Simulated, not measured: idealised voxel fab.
The process module presented herein is designated voxel double patterning.
The cross-section on display is named cut; it measures 250 nm wide, and its cells are 5 nm squares.
Cross-section, as written here: a square-cell grid given band by band from the top down, where a band holds one or more rows of cells. Look at the band entry: it leads with the top's height and the bottom's height in nm. Then it lists the materials left to right, with a width in nm for each. The word "full width" on a single material says that material fills the band edge to edge. The word "air" is empty space. The reference from which all heights are counted is 0, the level beneath which the as-received wafer is entirely one material; the lowest band, having no lower bound, proceeds downward and is written after the example "0 nm and below". Width spec "30 to 40" -> top row of cells at first value, bottom row at second value, equal per-row change in between. "remained the same" means the step left every cell of the cross-section as it was. The label "Closed cavity list" introduces a list of the empty spaces, 8 cells or larger, that have no open way up to the top; each entry in it reads width x height at distance, where the distance is taken from the left edge and all three are stated in nm. Past the settings on a step's line: simulator remark, on that step. overlay nm: how far to the right of its planned place the mask lay on this masked step (negative: to the left).

**Steps planned for the process**
1,RECEIVE: material Si
2,CONFORMAL_DEP: material SiO2, thk nm 5
3,DIRECTIONAL_DEP: material polySi, thk nm 20
4,DIRECTIONAL_DEP: material SiN, thk nm 5
5,MASKED_ETCH: tone open, mask id FIRST, width nm 15, pitch nm 50, etch materials SiN, depth nm 5, overlay nm 0
6,MASKED_ETCH: tone open, mask id SECOND, width nm 15, pitch nm 50, etch materials SiN, depth nm 5, overlay nm 0
7,DIRECTIONAL_ETCH: etch materials polySi, depth nm 20
8,STRIP: etch materials SiN
Split variable: thk nm, step 2. Plan value = first wafer. Wafers start alike.

**Here's the first of the wafers in cross-section, just as we got it, i.e. after step 1**
0 nm and below | Si full width
Closed cavity list: none

**Last step of the module is step 8; after it, the first of several wafers in cross-section**
25 nm to 5 nm | 65 nm polySi | 15 nm air | 10 nm polySi | 15 nm air | 10 nm polySi | 15 nm air | 10 nm polySi | 15 nm air | 10 nm polySi | 15 nm air | 70 nm polySi
5 nm to 0 nm | SiO2 full width
0 nm and below | Si full width
Closed cavity list: none

**Final wafer of several, shown in cross-section at the end of the module**
45 nm to 25 nm | 65 nm polySi | 15 nm air | 10 nm polySi | 15 nm air | 10 nm polySi | 15 nm air | 10 nm polySi | 15 nm air | 10 nm polySi | 15 nm air | 70 nm polySi
25 nm to 0 nm | SiO2 full width
0 nm and below | Si full width
Closed cavity list: none

**Take any row and you have a wafer at the end of the module: how many cells of each material it has gained (+) or lost (-) since it was received, and then its closed voids**
thk nm 5; +50 SiO2; +140 polySi; Closed cavity list: none
thk nm 10; +100 SiO2; +140 polySi; Closed cavity list: none
thk nm 15; +150 SiO2; +140 polySi; Closed cavity list: none
thk nm 20; +200 SiO2; +140 polySi; Closed cavity list: none
thk nm 25; +250 SiO2; +140 polySi; Closed cavity list: none
